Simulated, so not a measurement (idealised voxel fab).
process module | voxel self aligned vias
cross-section cut | 210 nm wide | cells 5 nm
A cross-section is a grid of square cells, given in bands from the top down. A band is one or more rows of cells.
Each band's line starts with the height of the band's top and of its bottom, in nm. Then come its materials from left to right, each with its width in nm. One material with "throughout" fills the band from edge to edge. "air" is empty space.
Height 0 is the level under which the wafer as received is all one material. The lowest band goes on downwards, as in "0 down".
A width such as "30 to 40" changes by the same amount from each row of cells to the next, from the band's top row to its bottom row.
"no change" after a step means that no cell of the cross-section changed.
closed voids: empty space of 8 cells or more with no open way to the top, each as width x height at its distance from the left edge, in nm
after a step's settings: what the simulator itself notes on the step
overlay nm, on a step with a mask: how far to the right of its planned place the mask lay; to the left if negative
plan
1 op RECEIVE | material Si
2 op CONFORMAL_DEP | material SiO2 | thk nm 10
3 op CONFORMAL_DEP | material SiCN | thk nm 5
4 op DIRECTIONAL_DEP | material SiO2 | thk nm 30
5 op DIRECTIONAL_DEP | material aC | thk nm 10
6 op PATTERN | tone open | mask id LINES | material resist | width nm 25 | pitch nm 55 | thk nm 25 | overlay nm 0
7 op DIRECTIONAL_ETCH | etch materials aC | depth nm 10
8 op STRIP | etch materials resist
9 op DIRECTIONAL_ETCH | etch materials SiO2 | depth nm 30
10 op STRIP | etch materials aC
11 op CONFORMAL_DEP | material TiN | thk nm 5
12 op FILL_DEP | material Ru | thk nm 5
13 op CMP | height nm 45
14 op SELECTIVE_ETCH | etch materials W Ru TiN | depth nm 10
15 op FILL_DEP | material SiN | thk nm 5
16 op CMP | height nm 45
17 op DIRECTIONAL_DEP | material SiO2 | thk nm 15
18 op PATTERN | tone open | mask id VIAS | material resist | width nm 35 | thk nm 15 | overlay nm -15
19 op DIRECTIONAL_ETCH | etch materials SiO2 | depth nm 15
20 op DIRECTIONAL_ETCH | etch materials SiN | depth nm 10
21 op STRIP | etch materials resist
22 op CONFORMAL_DEP | material TiN | thk nm 5
23 op FILL_DEP | material W | thk nm 10
24 op CMP | height nm 60
25 op CONFORMAL_DEP | material SiN | thk nm 5
varied across the wafers: overlay nm of step 18. The plan shows the first wafer's value. All wafers start alike
first wafer as received, after step 1
  0 down: Si throughout
  closed voids: none
each wafer at the end: cells of each material gained (+) or lost (-) since it was received, then its closed voids
overlay nm -15 | +18 Ru | +42 SiCN | +56 SiN | +381 SiO2 | +37 TiN | +12 W | closed voids: none
overlay nm -10 | +18 Ru | +42 SiCN | +54 SiN | +381 SiO2 | +37 TiN | +14 W | closed voids: none
overlay nm -5 | +18 Ru | +42 SiCN | +52 SiN | +381 SiO2 | +37 TiN | +16 W | closed voids: none
overlay nm 0 | +18 Ru | +42 SiCN | +52 SiN | +381 SiO2 | +37 TiN | +16 W | closed voids: none
overlay nm 5 | +18 Ru | +42 SiCN | +52 SiN | +381 SiO2 | +37 TiN | +16 W | closed voids: none
overlay nm 10 | +18 Ru | +42 SiCN | +54 SiN | +381 SiO2 | +37 TiN | +14 W | closed voids: none
overlay nm 15 | +18 Ru | +42 SiCN | +56 SiN | +381 SiO2 | +37 TiN | +12 W | closed voids: none
